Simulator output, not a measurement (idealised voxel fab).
process module | voxel double patterning
cross-section cut | 235 nm wide | cells 5 nm
A cross-section is a grid of square cells, given in bands from the top down. A band is one or more rows of cells.
Each band's line starts with the height of the band's top and of its bottom, in nm. Then come its materials from left to right, each with its width in nm. One material with "throughout" fills the band from edge to edge. "air" is empty space.
Height 0 is the level under which the wafer as received is all one material. The lowest band goes on downwards, as in "0 down".
A width such as "30 to 40" changes by the same amount from each row of cells to the next, from the band's top row to its bottom row.
"no change" after a step means that no cell of the cross-section changed.
closed voids: empty space of 8 cells or more with no open way to the top, each as width x height at its distance from the left edge, in nm
after a step's settings: what the simulator itself notes on the step
overlay nm, on a step with a mask: how far to the right of its planned place the mask lay; to the left if negative
plan
1 op RECEIVE | material Si
2 op CONFORMAL_DEP | material SiO2 | thk nm 10
3 op DIRECTIONAL_DEP | material W | thk nm 15
4 op DIRECTIONAL_DEP | material SiN | thk nm 10
5 op MASKED_ETCH | tone open | mask id FIRST | width nm 15 | pitch nm 50 | etch materials SiN | depth nm 10 | overlay nm 0
6 op DIRECTIONAL_DEP | material aC | thk nm 15
7 op PATTERN | tone open | mask id SECOND | material resist | width nm 15 | pitch nm 50 | thk nm 35 | overlay nm 0
8 op DIRECTIONAL_ETCH | etch materials aC | depth nm 15
9 op STRIP | etch materials resist
10 op DIRECTIONAL_ETCH | etch materials SiN | depth nm 10
11 op STRIP | etch materials aC
12 op DIRECTIONAL_ETCH | etch materials W | depth nm 15
13 op STRIP | etch materials SiN
as received, after step 1
  0 down: Si throughout
  closed voids: none
first wafer at the end, as planned
  25 to 10: W 60 | air 15 | W 10 | air 15 | W 10 | air 15 | W 10 | air 15 | W 10 | air 15 | W 60
  10 to 0: SiO2 throughout
  0 down: Si throughout
  closed voids: none
second wafer at the end: like start, like plan, one mistake
  25 to 15: SiO2 throughout
  15 to 0: W throughout
  0 down: Si throughout
  closed voids: none
what went wrong: steps 2 and 3 were swapped
at the end the second wafer has, in cells: 45 more of W
